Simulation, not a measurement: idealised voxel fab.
The document below concerns the process module designated voxel self aligned vias.
We display cut, a cross-section 160 nm in width whose square cells are each 5 nm.
Heads up, the way a cross-section reads in here is a grid of square cells, handed over as bands from the top down, with every band being one or more rows of cells.
A band entry consists of two parts. The first gives the height of the band's top and the height of its bottom, in nm. The rest lists the band's materials from left to right, each with its width in nm. A single material labelled with the word "full width" fills the band from edge to edge, and the word "air" marks empty space.
Measure heights from 0. That's the level where, below it, the as-received wafer is all one material. The lowest band is bottomless and extends downward; write it as in "from 0 down".
Top row gets the first number, bottom row gets the second, and each row in between changes by the same step: that is how a band width like "30 to 40" works.
"remained unchanged", as given for a step, is the statement that not any cell of the cross-section underwent a change during that step.
Closed-off voids of 8+ cells (no open route to the top) go in "Unvented cavities", written width x height at distance from the left edge, in nm.
Where a step's line continues beyond its settings, the continuation is a remark by the simulator itself on that step.
overlay nm, on a step with a mask: how far to the right of its planned place the mask lay; to the left if negative
-- Listed below are the process steps as planned
step 1: RECEIVE,material Si
step 2: CONFORMAL_DEP,material SiO2,thk nm 10
step 3: CONFORMAL_DEP,material SiCN,thk nm 5
step 4: DIRECTIONAL_DEP,material lowk,thk nm 25
step 5: DIRECTIONAL_DEP,material aC,thk nm 15
step 6: PATTERN,tone open,mask id LINES,material resist,width nm 25,pitch nm 55,thk nm 30,overlay nm 0
step 7: DIRECTIONAL_ETCH,etch materials aC,depth nm 15
step 8: STRIP,etch materials resist
step 9: DIRECTIONAL_ETCH,etch materials lowk,depth nm 25
step 10: STRIP,etch materials aC
step 11: CONFORMAL_DEP,material TiN,thk nm 5
step 12: FILL_DEP,material Ru,thk nm 5
step 13: CMP,height nm 40
step 14: SELECTIVE_ETCH,etch materials W Ru TiN,depth nm 5
step 15: FILL_DEP,material SiN,thk nm 10
step 16: CMP,height nm 40
step 17: DIRECTIONAL_DEP,material lowk,thk nm 15
step 18: PATTERN,tone open,mask id VIAS,material resist,width nm 35,pitch nm 55,thk nm 15,overlay nm 0
step 19: DIRECTIONAL_ETCH,etch materials lowk,depth nm 15
step 20: DIRECTIONAL_ETCH,etch materials SiN,depth nm 5
step 21: STRIP,etch materials resist
step 22: CONFORMAL_DEP,material TiN,thk nm 5
step 23: FILL_DEP,material W,thk nm 10
step 24: CMP,height nm 55
step 25: CONFORMAL_DEP,material SiN,thk nm 5
-- Cross-section of the wafer as it came to us, i.e., already through step 1
	from 0 down: Si full width
	Unvented cavities: none
-- Module complete, cross-section. Starting point and plan per above. One mistake made in running the module
	from 60 to 55: SiN full width
	from 55 to 45: lowk=35; TiN=5; W=25; TiN=5; lowk=20; TiN=5; W=25; TiN=5; lowk=35
	from 45 to 40: lowk=35; TiN=35; lowk=20; TiN=35; lowk=35
	from 40 to 35: SiCN full width
	from 35 to 10: lowk full width
	from 10 to 0: SiO2 full width
	from 0 down: Si full width
	Unvented cavities: none
Where did the run depart from the plan? it was found that steps 3 and 4 of the process plan had been performed in exchanged positions
